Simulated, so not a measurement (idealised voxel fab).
The following is a process module called voxel tone inversion.
Pictured: cross-section cut, 240 nm wide, on a grid of 5 nm square cells.
When this document writes out a cross-section, it uses a grid of square cells and lists it as bands, beginning at the top and moving down, with a band standing for one or more rows of cells. A band entry consists of two parts. The first gives the height of the band's top and the height of its bottom, in nm. The rest lists the band's materials from left to right, each with its width in nm. A single material labelled with the word "throughout" fills the band from edge to edge, and the word "empty" marks empty space. Height 0 is the level under which the wafer as received is all one material. The lowest band goes on downwards, as in "0..down". Width "30->40": first value at the band's top row of cells, second value at its bottom row, equal change from row to row. What does "same as before" mean for a step? It means no cell of the cross-section changed in that step. "Closed void list": sealed empty spaces, 8 cells or more, no open way to top, listed width x height at distance, with distance from the left edge and width, height and distance in nm. That trailing text on a step's line, after the settings, is the simulator's own remark on the step. "overlay nm", when on a step's line for a step with a mask, measures how far to the right of its planned place the mask lay; a negative measure means to the left.
Planned process steps:
| 1 | RECEIVE, material Si |
| 2 | CONFORMAL_DEP, material SiN, thk nm 10 |
| 3 | DIRECTIONAL_DEP, material aC, thk nm 15 |
| 4 | PATTERN, tone cover, mask id POSTS, material resist, width nm 25, pitch nm 40, thk nm 25, overlay nm 0 |
| 5 | DIRECTIONAL_ETCH, etch materials aC, depth nm 15 |
| 6 | STRIP, etch materials resist |
| 7 | FILL_DEP, material lowk, thk nm 5 |
| 8 | CMP, height nm 25 |
| 9 | STRIP, etch materials aC |
| 10 | CONFORMAL_DEP, material TiN, thk nm 5 |
| 11 | FILL_DEP, material Cu, thk nm 5 |
| 12 | CMP, height nm 25 |
| 13 | CONFORMAL_DEP, material SiN, thk nm 5 |
Concerning the first of two wafers, which was run in accordance with the plan:
Shown in cross-section is the wafer as received, that is, as it stands after step 1:
    0..down | Si throughout
    Closed void list: none
How the wafer stands in section after step 2:
    10..0 | SiN throughout
    Everything below 0 is unchanged.
How the wafer stands in section after step 3:
    25..10 | aC throughout
    Everything below 10 is unchanged.
How the wafer stands in section after step 4:
    50..25 | 65 empty | 25 resist | 15 empty | 25 resist | 15 empty | 25 resist | 70 empty
    Everything below 25 is unchanged.
How the wafer stands in section after step 5:
    35..25 | 65 empty | 25 resist | 15 empty | 25 resist | 15 empty | 25 resist | 70 empty
    25..10 | 65 empty | 25 aC | 15 empty | 25 aC | 15 empty | 25 aC | 70 empty
    Everything below 10 is unchanged.
How the wafer stands in section after step 6:
    25..10 | 65 empty | 25 aC | 15 empty | 25 aC | 15 empty | 25 aC | 70 empty
    Everything below 10 is unchanged.
How the wafer stands in section after step 7:
    30..25 | lowk throughout
    25..10 | 65 lowk | 25 aC | 15 lowk | 25 aC | 15 lowk | 25 aC | 70 lowk
    Everything below 10 is unchanged.
How the wafer stands in section after step 8:
    25..10 | 65 lowk | 25 aC | 15 lowk | 25 aC | 15 lowk | 25 aC | 70 lowk
    Everything below 10 is unchanged.
How the wafer stands in section after step 9:
    25..10 | 65 lowk | 25 empty | 15 lowk | 25 empty | 15 lowk | 25 empty | 70 lowk
    Everything below 10 is unchanged.
How the wafer stands in section after step 10:
    30..25 | 70 TiN | 15 empty | 25 TiN | 15 empty | 25 TiN | 15 empty | 75 TiN
    25..15 | 65 lowk | 5 TiN | 15 empty | 5 TiN | 15 lowk | 5 TiN | 15 empty | 5 TiN | 15 lowk | 5 TiN | 15 empty | 5 TiN | 70 lowk
    15..10 | 65 lowk | 25 TiN | 15 lowk | 25 TiN | 15 lowk | 25 TiN | 70 lowk
    Everything below 10 is unchanged.
How the wafer stands in section after step 11:
    35..30 | Cu throughout
    30..25 | 70 TiN | 15 Cu | 25 TiN | 15 Cu | 25 TiN | 15 Cu | 75 TiN
    25..15 | 65 lowk | 5 TiN | 15 Cu | 5 TiN | 15 lowk | 5 TiN | 15 Cu | 5 TiN | 15 lowk | 5 TiN | 15 Cu | 5 TiN | 70 lowk
    Everything below 15 is unchanged.
How the wafer stands in section after step 12:
    25..15 | 65 lowk | 5 TiN | 15 Cu | 5 TiN | 15 lowk | 5 TiN | 15 Cu | 5 TiN | 15 lowk | 5 TiN | 15 Cu | 5 TiN | 70 lowk
    Everything below 15 is unchanged.
How the wafer stands in section after step 13:
    30..25 | SiN throughout
    Everything below 25 is unchanged.
Regarding the second of the two wafers: it shared the first wafer's starting condition and process plan, yet one error occurred during its execution. Its history coincides with that of the first wafer up to and including step 10:
Second wafer, section view, time point: scheduled end of step 11:
    35..30 | SiN throughout
    30..25 | 70 TiN | 15 SiN | 25 TiN | 15 SiN | 25 TiN | 15 SiN | 75 TiN
    25..15 | 65 lowk | 5 TiN | 15 SiN | 5 TiN | 15 lowk | 5 TiN | 15 SiN | 5 TiN | 15 lowk | 5 TiN | 15 SiN | 5 TiN | 70 lowk
    Everything below 15 is unchanged.
Second wafer, section view, time point: scheduled end of step 12:
    25..15 | 65 lowk | 5 TiN | 15 SiN | 5 TiN | 15 lowk | 5 TiN | 15 SiN | 5 TiN | 15 lowk | 5 TiN | 15 SiN | 5 TiN | 70 lowk
    Everything below 15 is unchanged.
Second wafer, section view, time point: scheduled end of step 13:
    30..25 | SiN throughout
    Everything below 25 is unchanged.
Run error: step 11 did not happen as planned, as run it was FILL_DEP, material SiN, thk nm 5
Final tally in cells, some materials are higher or lower on the second wafer than on the first: 18 fewer of Cu | 18 more of SiN
